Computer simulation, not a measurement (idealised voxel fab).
The following is a process module called voxel self aligned vias.
Square cells of 5 nm make up the cross-section cut, whose width is 275 nm.
We lay out every cross-section as a grid of square cells and spell it out in bands from the top down, where one band means one or more rows of cells.
Each band's line starts with the height of the band's top and of its bottom, in nm. Then come its materials from left to right, each with its width in nm. One material with "everywhere" fills the band from edge to edge. "air" is empty space.
Measure heights from 0. That's the level where, below it, the as-received wafer is all one material. The lowest band is bottomless and extends downward; write it as in "0..down".
Graded width ("30..40"): value in top row of band = first number; value in bottom row = second number; row-to-row change constant.
Where a step carries "changes: none", the cross-section came out of it unchanged, cell for cell.
In the "Enclosed internal cavities" entry, you get each enclosed empty space of 8 cells or more, one with no open way to the top, written width x height at distance, distance from the left edge, in nm.
Read whatever lies past the settings on a step's line as the simulator's own remark about the step.
"overlay nm" on a masked step: distance the mask lay right of its planned place, negative for left.
Set out below are the planned steps of the process:
1) RECEIVE (material Si)
2) CONFORMAL_DEP (material SiO2; thk nm 15)
3) CONFORMAL_DEP (material SiCN; thk nm 5)
4) DIRECTIONAL_DEP (material SiO2; thk nm 20)
5) PATTERN (tone open; mask id LINES; material resist; width nm 20; pitch nm 70; thk nm 15; overlay nm 0)
6) DIRECTIONAL_ETCH (etch materials SiO2; depth nm 10)
7) STRIP (etch materials resist)
8) CONFORMAL_DEP (material TiN; thk nm 5)
9) FILL_DEP (material W; thk nm 5)
10) CMP (height nm 40)
11) SELECTIVE_ETCH (etch materials W Ru TiN; depth nm 5)
12) FILL_DEP (material SiN; thk nm 5)
13) CMP (height nm 40)
14) DIRECTIONAL_DEP (material SiO2; thk nm 15)
15) PATTERN (tone open; mask id VIAS; material resist; width nm 40; pitch nm 140; thk nm 15; overlay nm 0)
16) DIRECTIONAL_ETCH (etch materials SiO2; depth nm 15)
17) DIRECTIONAL_ETCH (etch materials SiN; depth nm 5)
18) STRIP (etch materials resist)
19) CONFORMAL_DEP (material TiN; thk nm 5)
20) FILL_DEP (material Cu; thk nm 10)
21) CMP (height nm 55)
22) CONFORMAL_DEP (material SiN; thk nm 5)
Across this set of wafers, the varied parameter is the depth nm of step 6. Starting conditions are identical for every wafer, and the plan reports the value assigned to the first wafer.
The first of several wafers in cross-section, exactly as it reached us after step 1:
0..down  Si everywhere
Enclosed internal cavities: none
Module end state after final step 22: cross-section of the first of several wafers:
60..55  SiN everywhere
55..45  SiO2=45; TiN=5; Cu=30; TiN=5; SiO2=100; TiN=5; Cu=30; TiN=5; SiO2=50
45..40  SiO2=45; TiN=15; Cu=10; TiN=15; SiO2=100; TiN=15; Cu=10; TiN=15; SiO2=50
40..35  SiO2=55; TiN=20; SiO2=50; SiN=20; SiO2=50; TiN=20; SiO2=60
35..30  SiO2=55; TiN=20; SiO2=50; TiN=20; SiO2=50; TiN=20; SiO2=60
30..20  SiO2 everywhere
20..15  SiCN everywhere
15..0  SiO2 everywhere
0..down  Si everywhere
Enclosed internal cavities: none
Cross-section, module end, final of several wafers:
60..55  SiN everywhere
55..45  SiO2=45; TiN=5; Cu=30; TiN=5; SiO2=100; TiN=5; Cu=30; TiN=5; SiO2=50
45..40  SiO2=45; TiN=15; Cu=10; TiN=15; SiO2=100; TiN=15; Cu=10; TiN=15; SiO2=50
40..35  SiO2=55; TiN=20; SiO2=50; SiN=20; SiO2=50; TiN=20; SiO2=60
35..25  SiO2=55; TiN=5; W=10; TiN=5; SiO2=50; TiN=5; W=10; TiN=5; SiO2=50; TiN=5; W=10; TiN=5; SiO2=60
25..20  SiO2=55; TiN=20; SiO2=50; TiN=20; SiO2=50; TiN=20; SiO2=60
20..15  SiCN everywhere
15..0  SiO2 everywhere
0..down  Si everywhere
Enclosed internal cavities: none
Every row in this table is a wafer at the end of the module, and it gives, for each of the materials, the cells that wafer has gained (+) or lost (-) since it was received, then its closed voids:
depth nm 10 | +28 Cu | +55 SiCN | +59 SiN | +478 SiO2 | +40 TiN | Enclosed internal cavities: none
depth nm 15 | +28 Cu | +55 SiCN | +59 SiN | +466 SiO2 | +46 TiN | +6 W | Enclosed internal cavities: none
depth nm 20 | +28 Cu | +55 SiCN | +59 SiN | +454 SiO2 | +52 TiN | +12 W | Enclosed internal cavities: none
depth nm 25 | +28 Cu | +55 SiCN | +59 SiN | +454 SiO2 | +52 TiN | +12 W | Enclosed internal cavities: none
depth nm 30 | +28 Cu | +55 SiCN | +59 SiN | +454 SiO2 | +52 TiN | +12 W | Enclosed internal cavities: none
depth nm 35 | +28 Cu | +55 SiCN | +59 SiN | +454 SiO2 | +52 TiN | +12 W | Enclosed internal cavities: none
